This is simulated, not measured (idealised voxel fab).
Presented below is a process module, voxel released beams.
Cross-section cut spans 205 nm and uses square cells 5 nm in size.
Cross-section layout: square cells on a grid; listed as bands, top to bottom; a band spans one or more cell rows.
Within each band entry, the heights of the top and of the bottom of the band appear first, in that order and in nm; the materials of the band then follow from left to right, each with its corresponding width in nm. The designation "everywhere" on a single material indicates that it fills the band from edge to edge; the designation "blank" indicates empty space.
Height is counted from the level 0, under which the received wafer is composed throughout of one material. The lowest of the bands is not closed at the bottom but continues downward, in the notation "0 down".
A width such as "30..40" changes by the same amount from each row of cells to the next, from the band's top row to its bottom row.
No cell of the cross-section changed in a step that is given as "nothing altered".
Any empty space of 8 cells or more lacking an open way to the top shows up in "Closed internal cavities" as width x height at distance, distance from the left edge, in nm.
Where a step's line continues beyond its settings, the continuation is a remark by the simulator itself on that step.
overlay nm: right-of-plan distance of the mask on a masked step; negative values mean left-of-plan.
Steps in the process plan
1,RECEIVE | material Si
2,CONFORMAL_DEP | material Al2O3 | thk nm 10
3,DIRECTIONAL_DEP | material SiO2 | thk nm 20
4,PATTERN | tone open | mask id ANCHOR | material resist | width nm 35 | thk nm 20 | overlay nm 0
5,DIRECTIONAL_ETCH | etch materials SiO2 | depth nm 20
6,STRIP | etch materials resist
7,CONFORMAL_DEP | material SiN | thk nm 10
8,PATTERN | tone cover | mask id BEAM | material resist | width nm 110 | thk nm 15 | overlay nm 0
9,DIRECTIONAL_ETCH | etch materials SiN | depth nm 10
10,STRIP | etch materials resist
11,STRIP | etch materials SiO2
as received, after step 1
  0 down = Si everywhere
  Closed internal cavities: none
Result of the module, cross-sectioned: start per above, plan per above, one error in how it was run
  10 to 0 = 45 of blank, then 110 of SiN, then 50 of blank
  0 down = Si everywhere
  Closed internal cavities: none
Diagnosis: step 6 did not use the planned setting and instead ran as STRIP | etch materials Al2O3
